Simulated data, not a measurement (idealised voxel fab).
Name of the process module below: voxel wiring stack
Square cell edge 5 nm, section width 195 nm, ID cut.
Cross-section = grid of square cells, listed top down in bands; band = one or more rows. Band entry format. Leading values: height of top, height of bottom, nm. Remainder: materials in left-to-right order, each with its width in nm. Special words: "everywhere" on a single material, which then fills the band edge to edge; "blank", empty space. Convention: height 0 is the level below which the wafer, as received, is all one material. The lowest band does not terminate at the bottom but continues downward, represented as "0 -> down". Read "30..40" as a graded width: first number on top, second number at the bottom, same change between each pair of neighbouring rows. A step reported as "no alterations made" is a step in which no cell of the cross-section changed. Reported under the label "Sealed void inventory" are the empty spaces having no open way to the top and comprising 8 cells or more; the notation for each is width x height at distance, in which the distance is measured from the left edge and all three values are in nm. Anything after a step's settings on that line? It's the simulator's own note about the step. overlay nm: for a step with a mask, the amount by which the mask lay right of where it was planned; a negative amount means left of it.
The planned process steps are enumerated hereunder
- 1: RECEIVE with material Si
- 2: CONFORMAL_DEP with material SiO2, thk nm 10
- 3: DIRECTIONAL_DEP with material TiN, thk nm 5
- 4: DIRECTIONAL_DEP with material W, thk nm 20
- 5: DIRECTIONAL_DEP with material aC, thk nm 10
- 6: PATTERN with tone cover, mask id METAL_1, material resist, width nm 25, pitch nm 50, thk nm 25, overlay nm 0
- 7: DIRECTIONAL_ETCH with etch materials aC, depth nm 10
- 8: STRIP with etch materials resist
- 9: DIRECTIONAL_ETCH with etch materials W, depth nm 20
- 10: DIRECTIONAL_ETCH with etch materials TiN, depth nm 5
- 11: STRIP with etch materials aC
- 12: FILL_DEP with material lowk, thk nm 5
- 13: CMP with height nm 35
- 14: CONFORMAL_DEP with material SiCN, thk nm 5
- 15: DIRECTIONAL_DEP with material lowk, thk nm 10
- 16: MASKED_ETCH with tone open, mask id PLUG_1, width nm 15, etch materials lowk, depth nm 10, overlay nm 0
- 17: MASKED_ETCH with tone open, mask id PLUG_1, width nm 15, etch materials SiCN, depth nm 5, overlay nm 0
- 18: CONFORMAL_DEP with material TiN, thk nm 5
- 19: FILL_DEP with material W, thk nm 5
- 20: CMP with height nm 50
- 21: DIRECTIONAL_DEP with material TiN, thk nm 5
- 22: DIRECTIONAL_DEP with material W, thk nm 20
- 23: PATTERN with tone cover, mask id METAL_2, material resist, width nm 25, pitch nm 50, thk nm 15, overlay nm 0
- 24: DIRECTIONAL_ETCH with etch materials W, depth nm 20
- 25: DIRECTIONAL_ETCH with etch materials TiN, depth nm 5
- 26: STRIP with etch materials resist
- 27: CONFORMAL_DEP with material SiCN, thk nm 5
- 28: FILL_DEP with material lowk, thk nm 10
- 29: CMP with height nm 75
- 30: CONFORMAL_DEP with material SiN, thk nm 5
Cross-sectional view of the wafer in its as-received condition, corresponding to the state after step 1
    0 -> down  Si everywhere
    Sealed void inventory: none
Starting wafer: above. Plan: above. Run: one mistake. Cross-section after the module: below
    75 -> 70  SiN everywhere
    70 -> 55  lowk=55  SiCN=5  W=25  SiCN=5  lowk=15  SiCN=5  W=25  SiCN=5  lowk=55
    55 -> 50  SiCN=60  TiN=25  SiCN=25  TiN=25  SiCN=60
    50 -> 40  lowk=60  TiN=5  W=5  TiN=5  lowk=120
    40 -> 35  SiCN=60  TiN=15  SiCN=120
    35 -> 15  lowk=60  W=25  lowk=25  W=25  lowk=60
    15 -> 10  lowk=60  TiN=25  lowk=25  TiN=25  lowk=60
    10 -> 0  SiO2 everywhere
    0 -> down  Si everywhere
    Sealed void inventory: none
Error vs. plan: step 29 was not run as planned; what actually ran was CMP with height nm 70
